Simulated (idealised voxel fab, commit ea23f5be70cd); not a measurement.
Process module heading - voxel wiring stack
Section shown: cut. Width: 180 nm. Cell size: 5 nm, square.
Heads up, the way a cross-section reads in here is a grid of square cells, handed over as bands from the top down, with every band being one or more rows of cells. Heights first: top, then bottom, in nm. Then materials, left to right, each with a width in nm. "full width" on a single material: fills the band edge to edge. "air": empty space. Counting heights begins at 0, where everything beneath is, in the wafer as received, one material. The lowest band has no bottom; it goes on downwards, as "0 down" shows. Width spec "30->40" -> top row of cells at first value, bottom row at second value, equal per-row change in between. The cross-section has no changed cell in any step marked "nothing different". Closed empty spaces (no open way to the top) of 8 cells or more are what "Completely enclosed voids" lists, each as width x height at distance from the left edge, nm for all three. Where a step's line continues beyond its settings, the continuation is a remark by the simulator itself on that step. "overlay nm", when on a step's line for a step with a mask, measures how far to the right of its planned place the mask lay; a negative measure means to the left.
### Steps planned for the process
1: RECEIVE [material Si]
2: CONFORMAL_DEP [material SiO2] [thk nm 10]
3: DIRECTIONAL_DEP [material TiN] [thk nm 5]
4: DIRECTIONAL_DEP [material W] [thk nm 15]
5: DIRECTIONAL_DEP [material aC] [thk nm 15]
6: PATTERN [tone cover] [mask id METAL_1] [material resist] [width nm 20] [pitch nm 45] [thk nm 30] [overlay nm 0]
7: DIRECTIONAL_ETCH [etch materials aC] [depth nm 15]
8: STRIP [etch materials resist]
9: DIRECTIONAL_ETCH [etch materials W] [depth nm 15]
10: DIRECTIONAL_ETCH [etch materials TiN] [depth nm 5]
11: STRIP [etch materials aC]
12: FILL_DEP [material SiO2] [thk nm 10]
13: CMP [height nm 30]
14: CONFORMAL_DEP [material SiCN] [thk nm 5]
15: DIRECTIONAL_DEP [material lowk] [thk nm 35]
16: DIRECTIONAL_DEP [material aC] [thk nm 15]
17: PATTERN [tone open] [mask id METAL_2_HOLES] [material resist] [width nm 15] [thk nm 35] [overlay nm 0]
18: DIRECTIONAL_ETCH [etch materials aC] [depth nm 15]
19: STRIP [etch materials resist]
20: DIRECTIONAL_ETCH [etch materials lowk] [depth nm 35]
21: STRIP [etch materials aC]
22: DIRECTIONAL_DEP [material aC] [thk nm 15]
23: PATTERN [tone open] [mask id METAL_2] [material resist] [width nm 20] [pitch nm 45] [thk nm 30] [overlay nm 0]
24: DIRECTIONAL_ETCH [etch materials aC] [depth nm 15]
25: STRIP [etch materials resist]
26: DIRECTIONAL_ETCH [etch materials lowk] [depth nm 20]
27: DIRECTIONAL_ETCH [etch materials SiCN] [depth nm 5]
28: STRIP [etch materials aC]
29: CONFORMAL_DEP [material TiN] [thk nm 5]
30: FILL_DEP [material Cu] [thk nm 5]
31: CMP [height nm 70]
32: CONFORMAL_DEP [material SiN] [thk nm 5]
### First of the two wafers, run per plan
### Received-state cross-section, reflecting completion of step 1
	0 down | Si full width
	Completely enclosed voids: none
### The wafer, seen in cross-section, after step 2
	10 to 0 | SiO2 full width
	No changes below 0.
### The wafer, seen in cross-section, after step 3
	15 to 10 | TiN full width
	No changes below 10.
### The wafer, seen in cross-section, after step 4
	30 to 15 | W full width
	No changes below 15.
### The wafer, seen in cross-section, after step 5
	45 to 30 | aC full width
	No changes below 30.
### The wafer, seen in cross-section, after step 6
	75 to 45 | air (55) | resist (20) | air (25) | resist (20) | air (60)
	No changes below 45.
### The wafer, seen in cross-section, after step 7
	60 to 45 | air (55) | resist (20) | air (25) | resist (20) | air (60)
	45 to 30 | air (55) | aC (20) | air (25) | aC (20) | air (60)
	No changes below 30.
### The wafer, seen in cross-section, after step 8
	45 to 30 | air (55) | aC (20) | air (25) | aC (20) | air (60)
	No changes below 30.
### The wafer, seen in cross-section, after step 9
	45 to 30 | air (55) | aC (20) | air (25) | aC (20) | air (60)
	30 to 15 | air (55) | W (20) | air (25) | W (20) | air (60)
	No changes below 15.
### The wafer, seen in cross-section, after step 10
	45 to 30 | air (55) | aC (20) | air (25) | aC (20) | air (60)
	30 to 15 | air (55) | W (20) | air (25) | W (20) | air (60)
	15 to 10 | air (55) | TiN (20) | air (25) | TiN (20) | air (60)
	No changes below 10.
### The wafer, seen in cross-section, after step 11
	30 to 15 | air (55) | W (20) | air (25) | W (20) | air (60)
	No changes below 15.
### The wafer, seen in cross-section, after step 12
	40 to 30 | SiO2 full width
	30 to 15 | SiO2 (55) | W (20) | SiO2 (25) | W (20) | SiO2 (60)
	15 to 10 | SiO2 (55) | TiN (20) | SiO2 (25) | TiN (20) | SiO2 (60)
	No changes below 10.
### The wafer, seen in cross-section, after step 13
	30 to 15 | SiO2 (55) | W (20) | SiO2 (25) | W (20) | SiO2 (60)
	No changes below 15.
### The wafer, seen in cross-section, after step 14
	35 to 30 | SiCN full width
	No changes below 30.
### The wafer, seen in cross-section, after step 15
	70 to 35 | lowk full width
	No changes below 35.
### The wafer, seen in cross-section, after step 16
	85 to 70 | aC full width
	No changes below 70.
### The wafer, seen in cross-section, after step 17
	120 to 85 | resist (55) | air (15) | resist (110)
	No changes below 85.
### The wafer, seen in cross-section, after step 18
	105 to 85 | resist (55) | air (15) | resist (110)
	85 to 70 | aC (55) | air (15) | aC (110)
	No changes below 70.
### The wafer, seen in cross-section, after step 19
	85 to 70 | aC (55) | air (15) | aC (110)
	No changes below 70.
### The wafer, seen in cross-section, after step 20
	85 to 70 | aC (55) | air (15) | aC (110)
	70 to 35 | lowk (55) | air (15) | lowk (110)
	No changes below 35.
### The wafer, seen in cross-section, after step 21
	70 to 35 | lowk (55) | air (15) | lowk (110)
	No changes below 35.
### The wafer, seen in cross-section, after step 22
	85 to 70 | aC (55) | air (15) | aC (110)
	70 to 50 | lowk (55) | air (15) | lowk (110)
	50 to 35 | lowk (55) | aC (15) | lowk (110)
	No changes below 35.
### The wafer, seen in cross-section, after step 23
	115 to 85 | resist (55) | air (20) | resist (25) | air (20) | resist (60)
	No changes below 85.
### The wafer, seen in cross-section, after step 24
	100 to 85 | resist (55) | air (20) | resist (25) | air (20) | resist (60)
	85 to 70 | aC (55) | air (20) | aC (25) | air (20) | aC (60)
	70 to 35 | lowk (55) | air (15) | lowk (110)
	No changes below 35.
### The wafer, seen in cross-section, after step 25
	85 to 70 | aC (55) | air (20) | aC (25) | air (20) | aC (60)
	No changes below 70.
### The wafer, seen in cross-section, after step 26
	85 to 70 | aC (55) | air (20) | aC (25) | air (20) | aC (60)
	70 to 50 | lowk (55) | air (20) | lowk (25) | air (20) | lowk (60)
	No changes below 50.
### The wafer, seen in cross-section, after step 27
	85 to 70 | aC (55) | air (20) | aC (25) | air (20) | aC (60)
	70 to 50 | lowk (55) | air (20) | lowk (25) | air (20) | lowk (60)
	50 to 35 | lowk (55) | air (15) | lowk (110)
	35 to 30 | SiCN (55) | air (15) | SiCN (110)
	No changes below 30.
### The wafer, seen in cross-section, after step 28
	70 to 50 | lowk (55) | air (20) | lowk (25) | air (20) | lowk (60)
	No changes below 50.
### The wafer, seen in cross-section, after step 29
	75 to 70 | TiN (60) | air (10) | TiN (35) | air (10) | TiN (65)
	70 to 55 | lowk (55) | TiN (5) | air (10) | TiN (5) | lowk (25) | TiN (5) | air (10) | TiN (5) | lowk (60)
	55 to 50 | lowk (55) | TiN (5) | air (5) | TiN (10) | lowk (25) | TiN (20) | lowk (60)
	50 to 35 | lowk (55) | TiN (5) | air (5) | TiN (5) | lowk (110)
	35 to 30 | SiCN (55) | TiN (15) | SiCN (110)
	No changes below 30.
### The wafer, seen in cross-section, after step 30
	80 to 75 | Cu full width
	75 to 70 | TiN (60) | Cu (10) | TiN (35) | Cu (10) | TiN (65)
	70 to 55 | lowk (55) | TiN (5) | Cu (10) | TiN (5) | lowk (25) | TiN (5) | Cu (10) | TiN (5) | lowk (60)
	55 to 50 | lowk (55) | TiN (5) | Cu (5) | TiN (10) | lowk (25) | TiN (20) | lowk (60)
	50 to 35 | lowk (55) | TiN (5) | Cu (5) | TiN (5) | lowk (110)
	No changes below 35.
### The wafer, seen in cross-section, after step 31
	70 to 55 | lowk (55) | TiN (5) | Cu (10) | TiN (5) | lowk (25) | TiN (5) | Cu (10) | TiN (5) | lowk (60)
	No changes below 55.
### The wafer, seen in cross-section, after step 32
	75 to 70 | SiN full width
	No changes below 70.
### Wafer two. Same start, same plan, one slip in execution. Same as wafer one through step 28, inclusive
### Second wafer: cross-section at the scheduled end of step 29
	75 to 70 | SiO2 (60) | air (10) | SiO2 (35) | air (10) | SiO2 (65)
	70 to 55 | lowk (55) | SiO2 (5) | air (10) | SiO2 (5) | lowk (25) | SiO2 (5) | air (10) | SiO2 (5) | lowk (60)
	55 to 50 | lowk (55) | SiO2 (5) | air (5) | SiO2 (10) | lowk (25) | SiO2 (20) | lowk (60)
	50 to 35 | lowk (55) | SiO2 (5) | air (5) | SiO2 (5) | lowk (110)
	35 to 30 | SiCN (55) | SiO2 (15) | SiCN (110)
	No changes below 30.
### Second wafer: cross-section at the scheduled end of step 30
	80 to 75 | Cu full width
	75 to 70 | SiO2 (60) | Cu (10) | SiO2 (35) | Cu (10) | SiO2 (65)
	70 to 55 | lowk (55) | SiO2 (5) | Cu (10) | SiO2 (5) | lowk (25) | SiO2 (5) | Cu (10) | SiO2 (5) | lowk (60)
	55 to 50 | lowk (55) | SiO2 (5) | Cu (5) | SiO2 (10) | lowk (25) | SiO2 (20) | lowk (60)
	50 to 35 | lowk (55) | SiO2 (5) | Cu (5) | SiO2 (5) | lowk (110)
	No changes below 35.
### Second wafer: cross-section at the scheduled end of step 31
	70 to 55 | lowk (55) | SiO2 (5) | Cu (10) | SiO2 (5) | lowk (25) | SiO2 (5) | Cu (10) | SiO2 (5) | lowk (60)
	No changes below 55.
### Second wafer: cross-section at the scheduled end of step 32
	75 to 70 | SiN full width
	No changes below 70.
Run error: step 29 did not use the planned setting and instead ran as CONFORMAL_DEP [material SiO2] [thk nm 5]
End check, counted in cells, second wafer has more or fewer of these materials than the first: SiO2: 28 more | TiN: 28 fewer
